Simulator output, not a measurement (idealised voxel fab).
Process module in this document: voxel gate over fins
It is cross-section cut that appears here, measuring 165 nm in width, its square cells being 5 nm in size.
Cross-section spec: square-cell grid; bands listed top down; each band is one or more rows.
A band entry consists of two parts. The first gives the height of the band's top and the height of its bottom, in nm. The rest lists the band's materials from left to right, each with its width in nm. A single material labelled with the word "full width" fills the band from edge to edge, and the word "air" marks empty space.
Heights are measured from 0, the level below which the as-received wafer is all one material; the lowest band has no bottom and continues downward, written as in "0 down".
Note: "30->40" means the width goes from the first number (top row of the band) to the second number (bottom row) in equal steps per row of cells.
Given "remained unchanged" for a step, no cell of the cross-section differs between before and after that step.
"Catalogued sealed voids" contains a list of empty spaces, each no smaller than 8 cells and without an open way to the top, written in the form width x height at distance with the distance from the left edge and all three in nm.
That trailing text on a step's line, after the settings, is the simulator's own remark on the step.
The setting "overlay nm" may be written on the line of a step. When the step uses a mask, the value reports how far to the right of the planned place the mask lay, and a negative value reports that it lay to the left.
Intended process steps:
1. RECEIVE [material Si]
2. CONFORMAL_DEP [material SiN] [thk nm 10]
3. PATTERN [tone cover] [mask id FINS] [material resist] [width nm 15] [pitch nm 60] [thk nm 20] [overlay nm 0]
4. DIRECTIONAL_ETCH [etch materials SiN] [depth nm 10]
5. DIRECTIONAL_ETCH [etch materials Si] [depth nm 30]
6. STRIP [etch materials resist]
7. FILL_DEP [material SiO2] [thk nm 10]
8. CMP [height nm 10]
9. DIRECTIONAL_DEP [material aC] [thk nm 15]
10. PATTERN [tone open] [mask id RAIL] [material resist] [width nm 15] [thk nm 30] [overlay nm 0]
11. DIRECTIONAL_ETCH [etch materials aC] [depth nm 15]
12. STRIP [etch materials resist]
13. DIRECTIONAL_ETCH [etch materials SiO2] [depth nm 35]
14. STRIP [etch materials aC]
15. CONFORMAL_DEP [material TiN] [thk nm 5]
16. FILL_DEP [material Ru] [thk nm 10]
17. CMP [height nm 10]
18. SELECTIVE_ETCH [etch materials W Ru TiN] [depth nm 30]
19. FILL_DEP [material SiO2] [thk nm 5]
20. CMP [height nm 10]
21. SELECTIVE_ETCH [etch materials SiO2] [depth nm 20]
22. STRIP [etch materials SiN]
23. CONFORMAL_DEP [material HfO2] [thk nm 5]
24. CONFORMAL_DEP [material TiN] [thk nm 5]
25. FILL_DEP [material W] [thk nm 10]
26. CMP [height nm 15]
27. CONFORMAL_DEP [material SiCN] [thk nm 5]
The first of the two wafers, which ran as planned:
So this is the incoming wafer in cross-section - it's already been through step 1:
0 down: Si full width
Catalogued sealed voids: none
Cross-section of the wafer subsequent to step 2:
10 to 0: SiN full width
All layers under 0 are left as they were.
Cross-section of the wafer subsequent to step 3:
30 to 10: air (45) | resist (15) | air (45) | resist (15) | air (45)
All layers under 10 are left as they were.
Cross-section of the wafer subsequent to step 4:
30 to 10: air (45) | resist (15) | air (45) | resist (15) | air (45)
10 to 0: air (45) | SiN (15) | air (45) | SiN (15) | air (45)
All layers under 0 are left as they were.
Cross-section of the wafer subsequent to step 5:
30 to 10: air (45) | resist (15) | air (45) | resist (15) | air (45)
10 to 0: air (45) | SiN (15) | air (45) | SiN (15) | air (45)
0 to -30: air (45) | Si (15) | air (45) | Si (15) | air (45)
All layers under -30 are left as they were.
Cross-section of the wafer subsequent to step 6:
10 to 0: air (45) | SiN (15) | air (45) | SiN (15) | air (45)
All layers under 0 are left as they were.
Cross-section of the wafer subsequent to step 7:
20 to 10: SiO2 full width
10 to 0: SiO2 (45) | SiN (15) | SiO2 (45) | SiN (15) | SiO2 (45)
0 to -30: SiO2 (45) | Si (15) | SiO2 (45) | Si (15) | SiO2 (45)
All layers under -30 are left as they were.
Cross-section of the wafer subsequent to step 8:
10 to 0: SiO2 (45) | SiN (15) | SiO2 (45) | SiN (15) | SiO2 (45)
All layers under 0 are left as they were.
Cross-section of the wafer subsequent to step 9:
25 to 10: aC full width
All layers under 10 are left as they were.
Cross-section of the wafer subsequent to step 10:
55 to 25: resist (75) | air (15) | resist (75)
All layers under 25 are left as they were.
Cross-section of the wafer subsequent to step 11:
40 to 25: resist (75) | air (15) | resist (75)
25 to 10: aC (75) | air (15) | aC (75)
All layers under 10 are left as they were.
Cross-section of the wafer subsequent to step 12:
25 to 10: aC (75) | air (15) | aC (75)
All layers under 10 are left as they were.
Cross-section of the wafer subsequent to step 13:
25 to 10: aC (75) | air (15) | aC (75)
10 to 0: SiO2 (45) | SiN (15) | SiO2 (15) | air (15) | SiO2 (15) | SiN (15) | SiO2 (45)
0 to -25: SiO2 (45) | Si (15) | SiO2 (15) | air (15) | SiO2 (15) | Si (15) | SiO2 (45)
All layers under -25 are left as they were.
Cross-section of the wafer subsequent to step 14:
10 to 0: SiO2 (45) | SiN (15) | SiO2 (15) | air (15) | SiO2 (15) | SiN (15) | SiO2 (45)
All layers under 0 are left as they were.
Cross-section of the wafer subsequent to step 15:
15 to 10: TiN (80) | air (5) | TiN (80)
10 to 0: SiO2 (45) | SiN (15) | SiO2 (15) | TiN (5) | air (5) | TiN (5) | SiO2 (15) | SiN (15) | SiO2 (45)
0 to -20: SiO2 (45) | Si (15) | SiO2 (15) | TiN (5) | air (5) | TiN (5) | SiO2 (15) | Si (15) | SiO2 (45)
-20 to -25: SiO2 (45) | Si (15) | SiO2 (15) | TiN (15) | SiO2 (15) | Si (15) | SiO2 (45)
All layers under -25 are left as they were.
Cross-section of the wafer subsequent to step 16:
25 to 15: Ru full width
15 to 10: TiN (80) | Ru (5) | TiN (80)
10 to 0: SiO2 (45) | SiN (15) | SiO2 (15) | TiN (5) | Ru (5) | TiN (5) | SiO2 (15) | SiN (15) | SiO2 (45)
0 to -20: SiO2 (45) | Si (15) | SiO2 (15) | TiN (5) | Ru (5) | TiN (5) | SiO2 (15) | Si (15) | SiO2 (45)
All layers under -20 are left as they were.
Cross-section of the wafer subsequent to step 17:
10 to 0: SiO2 (45) | SiN (15) | SiO2 (15) | TiN (5) | Ru (5) | TiN (5) | SiO2 (15) | SiN (15) | SiO2 (45)
All layers under 0 are left as they were.
Cross-section of the wafer subsequent to step 18:
10 to 0: SiO2 (45) | SiN (15) | SiO2 (15) | air (15) | SiO2 (15) | SiN (15) | SiO2 (45)
0 to -20: SiO2 (45) | Si (15) | SiO2 (15) | air (15) | SiO2 (15) | Si (15) | SiO2 (45)
All layers under -20 are left as they were.
Cross-section of the wafer subsequent to step 19:
15 to 10: SiO2 full width
10 to 0: SiO2 (45) | SiN (15) | SiO2 (45) | SiN (15) | SiO2 (45)
0 to -20: SiO2 (45) | Si (15) | SiO2 (45) | Si (15) | SiO2 (45)
All layers under -20 are left as they were.
Cross-section of the wafer subsequent to step 20:
10 to 0: SiO2 (45) | SiN (15) | SiO2 (45) | SiN (15) | SiO2 (45)
All layers under 0 are left as they were.
Cross-section of the wafer subsequent to step 21:
10 to 0: air (45) | SiN (15) | air (45) | SiN (15) | air (45)
0 to -10: air (45) | Si (15) | air (45) | Si (15) | air (45)
All layers under -10 are left as they were.
Cross-section of the wafer subsequent to step 22:
0 to -10: air (45) | Si (15) | air (45) | Si (15) | air (45)
All layers under -10 are left as they were.
Cross-section of the wafer subsequent to step 23:
5 to 0: air (40) | HfO2 (25) | air (35) | HfO2 (25) | air (40)
0 to -5: air (40) | HfO2 (5) | Si (15) | HfO2 (5) | air (35) | HfO2 (5) | Si (15) | HfO2 (5) | air (40)
-5 to -10: HfO2 (45) | Si (15) | HfO2 (45) | Si (15) | HfO2 (45)
All layers under -10 are left as they were.
Cross-section of the wafer subsequent to step 24:
10 to 5: air (35) | TiN (35) | air (25) | TiN (35) | air (35)
5 to 0: air (35) | TiN (5) | HfO2 (25) | TiN (5) | air (25) | TiN (5) | HfO2 (25) | TiN (5) | air (35)
0 to -5: TiN (40) | HfO2 (5) | Si (15) | HfO2 (5) | TiN (35) | HfO2 (5) | Si (15) | HfO2 (5) | TiN (40)
All layers under -5 are left as they were.
Cross-section of the wafer subsequent to step 25:
20 to 10: W full width
10 to 5: W (35) | TiN (35) | W (25) | TiN (35) | W (35)
5 to 0: W (35) | TiN (5) | HfO2 (25) | TiN (5) | W (25) | TiN (5) | HfO2 (25) | TiN (5) | W (35)
All layers under 0 are left as they were.
Cross-section of the wafer subsequent to step 26:
15 to 10: W full width
All layers under 10 are left as they were.
Cross-section of the wafer subsequent to step 27:
20 to 15: SiCN full width
All layers under 15 are left as they were.
Now the other wafer: same start, same recipe, but we messed up one thing when running it. Up to and including step 22 it's the same as the first one:
Cross-section of the second wafer at the time step 23 of the plan should have ended:
5 to 0: air (40) | Ru (25) | air (35) | Ru (25) | air (40)
0 to -5: air (40) | Ru (5) | Si (15) | Ru (5) | air (35) | Ru (5) | Si (15) | Ru (5) | air (40)
-5 to -10: Ru (45) | Si (15) | Ru (45) | Si (15) | Ru (45)
All layers under -10 are left as they were.
Cross-section of the second wafer at the time step 24 of the plan should have ended:
10 to 5: air (35) | TiN (35) | air (25) | TiN (35) | air (35)
5 to 0: air (35) | TiN (5) | Ru (25) | TiN (5) | air (25) | TiN (5) | Ru (25) | TiN (5) | air (35)
0 to -5: TiN (40) | Ru (5) | Si (15) | Ru (5) | TiN (35) | Ru (5) | Si (15) | Ru (5) | TiN (40)
All layers under -5 are left as they were.
Cross-section of the second wafer at the time step 25 of the plan should have ended:
20 to 10: W full width
10 to 5: W (35) | TiN (35) | W (25) | TiN (35) | W (35)
5 to 0: W (35) | TiN (5) | Ru (25) | TiN (5) | W (25) | TiN (5) | Ru (25) | TiN (5) | W (35)
All layers under 0 are left as they were.
Cross-section of the second wafer at the time step 26 of the plan should have ended:
15 to 10: W full width
All layers under 10 are left as they were.
Cross-section of the second wafer at the time step 27 of the plan should have ended:
20 to 15: SiCN full width
All layers under 15 are left as they were.
What broke from the plan during processing? in deviation from the planned setting, step 23 was conducted as CONFORMAL_DEP [material Ru] [thk nm 5]
Final tally in cells, some materials are higher or lower on the second wafer than on the first: HfO2: 41 fewer; Ru: 41 more
